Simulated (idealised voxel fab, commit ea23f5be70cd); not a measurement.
Process module in this document: voxel self aligned vias
Square cells of 5 nm make up the cross-section cut, whose width is 285 nm.
Cross-sections here: square-cell grids, written as top-down lists of bands, a band being one or more rows of cells. For a band, the entry starts with two heights in nm, that of the top and then that of the bottom, and carries on with the band's materials in order from left to right, each alongside its width in nm; the word "throughout" beside a single material means it fills the band edge to edge, and "air" means empty space. Heads up on the height convention: 0 is the point under which the incoming wafer is all one material, and the lowest band has no bottom, it just keeps going down, like "0 and below". With a width like "30..40", each row of cells in the band differs from the next by the same amount, the top row carrying the first number and the bottom row the second. A step reported as "remains unaltered" is a step in which no cell of the cross-section changed. This entry, "Unvented voids", enumerates those empty regions of no fewer than 8 cells that possess no open connection to the top. Each region is reported in the form width x height at distance, the distance being taken from the left edge, with all three quantities expressed in nm. after a step's settings: what the simulator itself notes on the step. The line of a step may include "overlay nm". On a step with a mask, this value is how far to the right of its planned place the mask lay. A negative value means the mask lay to the left.

Process steps foreseen in the plan:
| 1 | RECEIVE: material Si |
| 2 | CONFORMAL_DEP: material SiO2, thk nm 15 |
| 3 | CONFORMAL_DEP: material SiCN, thk nm 5 |
| 4 | DIRECTIONAL_DEP: material SiO2, thk nm 25 |
| 5 | DIRECTIONAL_DEP: material aC, thk nm 10 |
| 6 | PATTERN: tone open, mask id LINES, material resist, width nm 20, pitch nm 55, thk nm 30, overlay nm 0 |
| 7 | DIRECTIONAL_ETCH: etch materials aC, depth nm 10 |
| 8 | STRIP: etch materials resist |
| 9 | DIRECTIONAL_ETCH: etch materials SiO2, depth nm 25 |
| 10 | STRIP: etch materials aC |
| 11 | CONFORMAL_DEP: material TiN, thk nm 5 |
| 12 | FILL_DEP: material Ru, thk nm 5 |
| 13 | CMP: height nm 45 |
| 14 | SELECTIVE_ETCH: etch materials W Ru TiN, depth nm 10 |
| 15 | FILL_DEP: material SiN, thk nm 10 |
| 16 | CMP: height nm 45 |
| 17 | DIRECTIONAL_DEP: material SiO2, thk nm 20 |
| 18 | PATTERN: tone open, mask id VIAS, material resist, width nm 30, pitch nm 55, thk nm 15, overlay nm 0 |
| 19 | DIRECTIONAL_ETCH: etch materials SiO2, depth nm 20 |
| 20 | DIRECTIONAL_ETCH: etch materials SiN, depth nm 10 |
| 21 | STRIP: etch materials resist |
| 22 | CONFORMAL_DEP: material TiN, thk nm 5 |
| 23 | FILL_DEP: material W, thk nm 10 |
| 24 | CMP: height nm 65 |
| 25 | CONFORMAL_DEP: material SiN, thk nm 5 |

As-received wafer cross-section (after step 1):
  0 and below | Si throughout
  Unvented voids: none

Looking at the first of two wafers in cross-section at end of module - ran to plan:
  70 down to 65 | SiN throughout
  65 down to 50 | SiO2=70 / TiN=5 / W=20 / TiN=5 / SiO2=25 / TiN=5 / W=20 / TiN=5 / SiO2=25 / TiN=5 / W=20 / TiN=5 / SiO2=75
  50 down to 40 | SiO2=70..75 / TiN=10..5 / W=10 / TiN=10..5 / SiO2=25..35 / TiN=10..5 / W=10 / TiN=10..5 / SiO2=25..35 / TiN=10..5 / W=10 / TiN=10..5 / SiO2=75..80
  40 down to 35 | SiO2=75 / TiN=20 / SiO2=35 / TiN=20 / SiO2=35 / TiN=20 / SiO2=80
  35 down to 25 | SiO2=75 / TiN=5 / Ru=10 / TiN=5 / SiO2=35 / TiN=5 / Ru=10 / TiN=5 / SiO2=35 / TiN=5 / Ru=10 / TiN=5 / SiO2=80
  25 down to 20 | SiO2=75 / TiN=20 / SiO2=35 / TiN=20 / SiO2=35 / TiN=20 / SiO2=80
  20 down to 15 | SiCN throughout
  15 down to 0 | SiO2 throughout
  0 and below | Si throughout
  Unvented voids: none

Wafer two cross-section, module end. Start and plan unchanged from wafer one; one mistake made during the run:
  70 down to 65 | SiN throughout
  65 down to 50 | SiO2=60 / TiN=5 / W=20 / TiN=5 / SiO2=25 / TiN=5 / W=20 / TiN=5 / SiO2=25 / TiN=5 / W=20 / TiN=5 / SiO2=85
  50 down to 45 | SiO2=60 / TiN=20 / W=5 / TiN=5 / SiO2=25 / TiN=20 / W=5 / TiN=5 / SiO2=25 / TiN=20 / W=5 / TiN=5 / SiO2=85
  45 down to 40 | SiO2=75 / TiN=5 / W=5 / TiN=5 / SiN=5 / SiO2=35 / TiN=5 / W=5 / TiN=5 / SiN=5 / SiO2=35 / TiN=5 / W=5 / TiN=5 / SiN=5 / SiO2=80
  40 down to 35 | SiO2=75 / TiN=15 / SiN=5 / SiO2=35 / TiN=15 / SiN=5 / SiO2=35 / TiN=15 / SiN=5 / SiO2=80
  35 down to 25 | SiO2=75 / TiN=5 / Ru=10 / TiN=5 / SiO2=35 / TiN=5 / Ru=10 / TiN=5 / SiO2=35 / TiN=5 / Ru=10 / TiN=5 / SiO2=80
  25 down to 20 | SiO2=75 / TiN=20 / SiO2=35 / TiN=20 / SiO2=35 / TiN=20 / SiO2=80
  20 down to 15 | SiCN throughout
  15 down to 0 | SiO2 throughout
  0 and below | Si throughout
  Unvented voids: none
The mistake made against the process plan was this: step 18 ran as: PATTERN: tone open, mask id VIAS, material resist, width nm 30, pitch nm 55, thk nm 15, overlay nm -10
Count the cells at the end and the second wafer has more or fewer of some materials than the first: +6 SiN, -6 W
